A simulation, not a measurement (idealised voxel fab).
Documented hereafter: the process module known as voxel ribs on slabs.
Pictured: cross-section cut, 225 nm wide, on a grid of 5 nm square cells.
Cross-section spec: square-cell grid; bands listed top down; each band is one or more rows.
Band entry format. Leading values: height of top, height of bottom, nm. Remainder: materials in left-to-right order, each with its width in nm. Special words: "edge to edge" on a single material, which then fills the band edge to edge; "air", empty space.
Heights are reckoned from 0. Under this level, the received wafer is all of one material. The bottommost band is open-ended downward, for example "0..down".
Read "30..40" as a graded width: first number on top, second number at the bottom, same change between each pair of neighbouring rows.
The designation "everything unchanged", where it is given for a processing step, indicates that no cell of the cross-section was altered in the course of that step.
"Closed voids list" enumerates empty spaces isolated from the top, with no open way to it, that contain at least 8 cells, giving each as width x height at distance from the left edge, all three in nm.
If you see something after the settings on a step's line, that's the simulator's own remark about that step.
Each step line may optionally specify "overlay nm", which for a step with a mask gives the rightward distance between the mask's planned place and where it lay, a negative value indicating the leftward direction.
## The process steps that were planned are listed below
1,RECEIVE with material Si
2,DIRECTIONAL_DEP with material SiO2, thk nm 15
3,DIRECTIONAL_DEP with material SiN, thk nm 15
4,PATTERN with tone cover, mask id RIB, material resist, width nm 15, thk nm 20, overlay nm 0
5,DIRECTIONAL_ETCH with etch materials SiN, depth nm 10
6,STRIP with etch materials resist
7,PATTERN with tone cover, mask id SLAB, material resist, width nm 65, thk nm 20, overlay nm 0
8,DIRECTIONAL_ETCH with etch materials SiN, depth nm 5
9,STRIP with etch materials resist
10,FILL_DEP with material SiO2, thk nm 20
11,CMP with height nm 50
12,DIRECTIONAL_DEP with material TiN, thk nm 10
13,PATTERN with tone cover, mask id HEATER, material resist, width nm 25, thk nm 15, overlay nm 0
14,DIRECTIONAL_ETCH with etch materials TiN, depth nm 10
15,STRIP with etch materials resist
16,CONFORMAL_DEP with material SiN, thk nm 10
The thk nm used in step 2 is not the same on every wafer, whereas the starting condition is; the value printed in the plan is the first wafer's.
## Cross-section of the first incoming wafer of several, state after step 1
- 0..down  Si edge to edge
- Closed voids list: none
## End of module, by wafer: material-by-material cell gain (+) or loss (-) since receipt, then closed voids
thk nm 15; +117 SiN; +431 SiO2; +10 TiN; Closed voids list: none
thk nm 20; +117 SiN; +431 SiO2; +10 TiN; Closed voids list: none
thk nm 25; +117 SiN; +431 SiO2; +10 TiN; Closed voids list: none
thk nm 30; +117 SiN; +431 SiO2; +10 TiN; Closed voids list: none
thk nm 35; +117 SiN; +431 SiO2; +10 TiN; Closed voids list: none
